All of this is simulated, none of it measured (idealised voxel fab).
process module | voxel spacer lines
cross-section cut | 250 nm wide | cells 5 nm
A cross-section is a grid of square cells, given in bands from the top down. A band is one or more rows of cells.
Each band's line starts with the height of the band's top and of its bottom, in nm. Then come its materials from left to right, each with its width in nm. One material with "throughout" fills the band from edge to edge. "air" is empty space.
Height 0 is the level under which the wafer as received is all one material. The lowest band goes on downwards, as in "0 down".
A width such as "30 to 40" changes by the same amount from each row of cells to the next, from the band's top row to its bottom row.
"no change" after a step means that no cell of the cross-section changed.
closed voids: empty space of 8 cells or more with no open way to the top, each as width x height at its distance from the left edge, in nm
after a step's settings: what the simulator itself notes on the step
overlay nm, on a step with a mask: how far to the right of its planned place the mask lay; to the left if negative
plan
1 op RECEIVE | material Si
2 op CONFORMAL_DEP | material Al2O3 | thk nm 10
3 op DIRECTIONAL_DEP | material TiN | thk nm 10
4 op DIRECTIONAL_DEP | material aC | thk nm 20
5 op PATTERN | tone cover | mask id MANDREL | material resist | width nm 20 | pitch nm 60 | thk nm 30 | overlay nm -15
6 op DIRECTIONAL_ETCH | etch materials aC | depth nm 20
7 op STRIP | etch materials resist
8 op CONFORMAL_DEP | material SiO2 | thk nm 10
9 op DIRECTIONAL_ETCH | etch materials SiO2 | depth nm 10
10 op STRIP | etch materials aC
11 op DIRECTIONAL_ETCH | etch materials TiN | depth nm 10
12 op STRIP | etch materials SiO2
13 op FILL_DEP | material SiO2 | thk nm 5
14 op CMP | height nm 20
varied across the wafers: overlay nm of step 5. The plan shows the first wafer's value. All wafers start alike
first wafer as received, after step 1
  0 down: Si throughout
  closed voids: none
each wafer at the end: cells of each material gained (+) or lost (-) since it was received, then its closed voids
overlay nm -15 | +100 Al2O3 | +76 SiO2 | +24 TiN | closed voids: none
overlay nm -10 | +100 Al2O3 | +76 SiO2 | +24 TiN | closed voids: none
overlay nm -5 | +100 Al2O3 | +76 SiO2 | +24 TiN | closed voids: none
overlay nm 0 | +100 Al2O3 | +76 SiO2 | +24 TiN | closed voids: none
overlay nm 5 | +100 Al2O3 | +76 SiO2 | +24 TiN | closed voids: none
overlay nm 10 | +100 Al2O3 | +76 SiO2 | +24 TiN | closed voids: none
overlay nm 15 | +100 Al2O3 | +76 SiO2 | +24 TiN | closed voids: none
